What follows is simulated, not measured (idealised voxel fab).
This is a process module. Its name is voxel fin reveal.
Square cell edge 5 nm, section width 245 nm, ID cut.
A cross-section is written here as square cells arranged in a grid, and it is given in bands from the top down, each band taking up one or more rows of cells.
Band: top and bottom heights (nm) first, top before bottom; then materials from left to right, widths in nm. "everywhere" marks a sole material filling the band edge to edge. "blank" denotes empty space.
Ref level 0: as-received wafer is one material below here. Bottom band extends down with no lower bound ("0 nm and below").
The two numbers in a width such as "30->40" mark its ends across the band: the first belongs to the top row of cells, the second to the bottom row, and from each row to the next the width moves by the same amount.
"no change" -> step changed no cross-section cell.
In the "Enclosed cavity list" entry, you get each enclosed empty space of 8 cells or more, one with no open way to the top, written width x height at distance, distance from the left edge, in nm.
Heads up: the bit after the settings on a step's line is the simulator's remark on that step.
overlay nm: step with mask; distance mask lay right of planned place; negative value = left of planned place.
# Planned process steps
- 1: RECEIVE: material Si
- 2: CONFORMAL_DEP: material SiN, thk nm 10
- 3: DIRECTIONAL_DEP: material aC, thk nm 15
- 4: PATTERN: tone cover, mask id FINS, material resist, width nm 15, pitch nm 45, thk nm 30, overlay nm 0
- 5: DIRECTIONAL_ETCH: etch materials aC, depth nm 15
- 6: STRIP: etch materials resist
- 7: DIRECTIONAL_ETCH: etch materials SiN, depth nm 10
- 8: DIRECTIONAL_ETCH: etch materials Si, depth nm 30
- 9: STRIP: etch materials aC
- 10: FILL_DEP: material SiO2, thk nm 10
- 11: CMP: height nm 10
- 12: SELECTIVE_ETCH: etch materials SiO2, depth nm 20
- 13: STRIP: etch materials SiN
- 14: CONFORMAL_DEP: material SiO2, thk nm 5
# Incoming wafer, cross-sectional view, post step 1
	0 nm and below  Si everywhere
	Enclosed cavity list: none
# Final wafer profile in cross-section after the module, from the same start and plan as above, with one mistake made during processing
	5 nm to 0 nm  blank 85; SiO2 25; blank 20; SiO2 25; blank 90
	0 nm to -5 nm  blank 85; SiO2 5; Si 15; SiO2 5; blank 20; SiO2 5; Si 15; SiO2 5; blank 90
	-5 nm to -60 nm  SiO2 90; Si 15; SiO2 30; Si 15; SiO2 95
	-60 nm and below  Si everywhere
	Enclosed cavity list: none
What was the processing mistake? heads up, step 8 of the plan got done twice
